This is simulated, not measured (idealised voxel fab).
The process module that follows is named voxel self aligned contacts.
FYI the section here is cut, 155 nm wide, cells are 5 nm squares.
This document writes a cross-section as a grid whose cells are square, and gives it as bands, listed from the top down; one or more rows of cells form a band.
Heads up on the band format: heights come first, top then bottom, in nm. After that it's the materials left to right, each with its width in nm. A single material flagged "throughout" fills the whole band edge to edge, and "air" means there's empty space there.
Beneath 0, the wafer as received is one material, and that level is where height counting begins. The lowest band goes on downward without a bottom; it is written like "0 and below".
Width "30 to 40": first value at the band's top row of cells, second value at its bottom row, equal change from row to row.
Basically "no modification" means that step didn't change any cell in the cross-section.
For the entry "Enclosed void list", the listed items are empty spaces with no open way to the top whose size is 8 cells or more; each item follows the pattern width x height at distance, where distance is from the left edge and all three are in nm.
Whatever follows a step's settings on its line is a remark the simulator itself makes about that step.
The setting "overlay nm" may be written on the line of a step. When the step uses a mask, the value reports how far to the right of the planned place the mask lay, and a negative value reports that it lay to the left.

[plan]
1 RECEIVE, material Si
2 CONFORMAL_DEP, material SiO2, thk nm 5
3 DIRECTIONAL_DEP, material polySi, thk nm 20
4 DIRECTIONAL_DEP, material SiN, thk nm 15
5 PATTERN, tone cover, mask id GATE, material resist, width nm 30, pitch nm 55, thk nm 20, overlay nm 0
6 DIRECTIONAL_ETCH, etch materials SiN, depth nm 15
7 DIRECTIONAL_ETCH, etch materials polySi, depth nm 20
8 STRIP, etch materials resist
9 CONFORMAL_DEP, material SiN, thk nm 5
10 DIRECTIONAL_ETCH, etch materials SiN, depth nm 5
11 FILL_DEP, material SiO2, thk nm 10
12 CMP, height nm 45
13 DIRECTIONAL_DEP, material aC, thk nm 10
14 PATTERN, tone open, mask id CONTACT, material resist, width nm 35, thk nm 30, overlay nm 0
15 DIRECTIONAL_ETCH, etch materials aC, depth nm 10
16 STRIP, etch materials resist
17 DIRECTIONAL_ETCH, etch materials SiO2, depth nm 45
18 STRIP, etch materials aC
19 CONFORMAL_DEP, material TiN, thk nm 5
20 FILL_DEP, material W, thk nm 10
21 CMP, height nm 45
22 CONFORMAL_DEP, material SiCN, thk nm 5

[Step 1 complete: cross-section of the wafer as received]
  0 and below = Si throughout
  Enclosed void list: none

[Cross-section: first of two wafers, module finished, run according to plan]
  50 down to 45 = SiCN throughout
  45 down to 40 = SiO2=60, TiN=15, W=5, TiN=15, SiO2=60
  40 down to 25 = SiO2=30, SiN=40, TiN=5, W=5, TiN=5, SiN=40, SiO2=30
  25 down to 5 = SiO2=30, SiN=5, polySi=30, SiN=5, TiN=5, W=5, TiN=5, SiN=5, polySi=30, SiN=5, SiO2=30
  5 down to 0 = SiO2=70, TiN=15, SiO2=70
  0 and below = Si throughout
  Enclosed void list: none

[Second wafer of the two, sectioned at the end of the module. It began like the first and followed the same plan, but one mistake was made while running it]
  50 down to 45 = SiCN throughout
  45 down to 35 = SiO2=60, TiN=5 to 15, W=25 to 5, TiN=5 to 15, SiO2=60
  35 down to 20 = SiO2=30, SiN=40, TiN=5, W=5, TiN=5, SiN=40, SiO2=30
  20 down to 5 = SiO2=30, SiN=5, polySi=30, SiN=5, TiN=5, W=5, TiN=5, SiN=5, polySi=30, SiN=5, SiO2=30
  5 down to 0 = SiO2=70, TiN=15, SiO2=70
  0 and below = Si throughout
  Enclosed void list: none
Here's what went sideways: step 3 went in with a setting other than planned; the actual run was DIRECTIONAL_DEP, material polySi, thk nm 15
The final cell counts differ between the wafers, with the second having more or fewer of some materials than the first: SiN -4; SiO2 +12; W +4; polySi -12
